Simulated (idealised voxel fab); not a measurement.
process module | voxel fin reveal
cross-section cut | 170 nm wide | cells 5 nm
A cross-section is a grid of square cells, given in bands from the top down. A band is one or more rows of cells.
Each band's line starts with the height of the band's top and of its bottom, in nm. Then come its materials from left to right, each with its width in nm. One material with "throughout" fills the band from edge to edge. "air" is empty space.
Height 0 is the level under which the wafer as received is all one material. The lowest band goes on downwards, as in "0 down".
A width such as "30 to 40" changes by the same amount from each row of cells to the next, from the band's top row to its bottom row.
"no change" after a step means that no cell of the cross-section changed.
closed voids: empty space of 8 cells or more with no open way to the top, each as width x height at its distance from the left edge, in nm
after a step's settings: what the simulator itself notes on the step
overlay nm, on a step with a mask: how far to the right of its planned place the mask lay; to the left if negative
plan
1 op RECEIVE | material Si
2 op CONFORMAL_DEP | material SiN | thk nm 5
3 op PATTERN | tone cover | mask id FINS | material resist | width nm 15 | pitch nm 35 | thk nm 15 | overlay nm 0
4 op DIRECTIONAL_ETCH | etch materials SiN | depth nm 5
5 op DIRECTIONAL_ETCH | etch materials Si | depth nm 40
6 op STRIP | etch materials resist
7 op OXIDIZE | depth nm 5
8 op FILL_DEP | material SiO2 | thk nm 5
9 op CMP | height nm 5
10 op SELECTIVE_ETCH | etch materials SiO2 | depth nm 30
11 op STRIP | etch materials SiN
12 op CONFORMAL_DEP | material HfO2 | thk nm 5
varied across the wafers: thk nm of step 2. The plan shows the first wafer's value. All wafers start alike
first wafer as received, after step 1
  0 down: Si throughout
  closed voids: none
first wafer at the end, after step 12
  5 to 0: air 40 | HfO2 15 | air 20 | HfO2 15 | air 20 | HfO2 15 | air 45
  0 to -20: air 40 | HfO2 5 | Si 5 | HfO2 5 | air 20 | HfO2 5 | Si 5 | HfO2 5 | air 20 | HfO2 5 | Si 5 | HfO2 5 | air 45
  -20 to -25: HfO2 45 | Si 5 | HfO2 30 | Si 5 | HfO2 30 | Si 5 | HfO2 50
  -25 to -45: SiO2 45 | Si 5 | SiO2 30 | Si 5 | SiO2 30 | Si 5 | SiO2 50
  -45 down: Si throughout
  closed voids: none
last wafer at the end
  5 to 0: HfO2 throughout
  0 down: Si throughout
  closed voids: none
each wafer at the end: cells of each material gained (+) or lost (-) since it was received, then its closed voids
thk nm 5 | +64 HfO2 | -279 Si | +124 SiO2 | closed voids: none
thk nm 10 | +34 HfO2 | closed voids: none
thk nm 15 | +34 HfO2 | closed voids: none
thk nm 20 | +34 HfO2 | closed voids: none
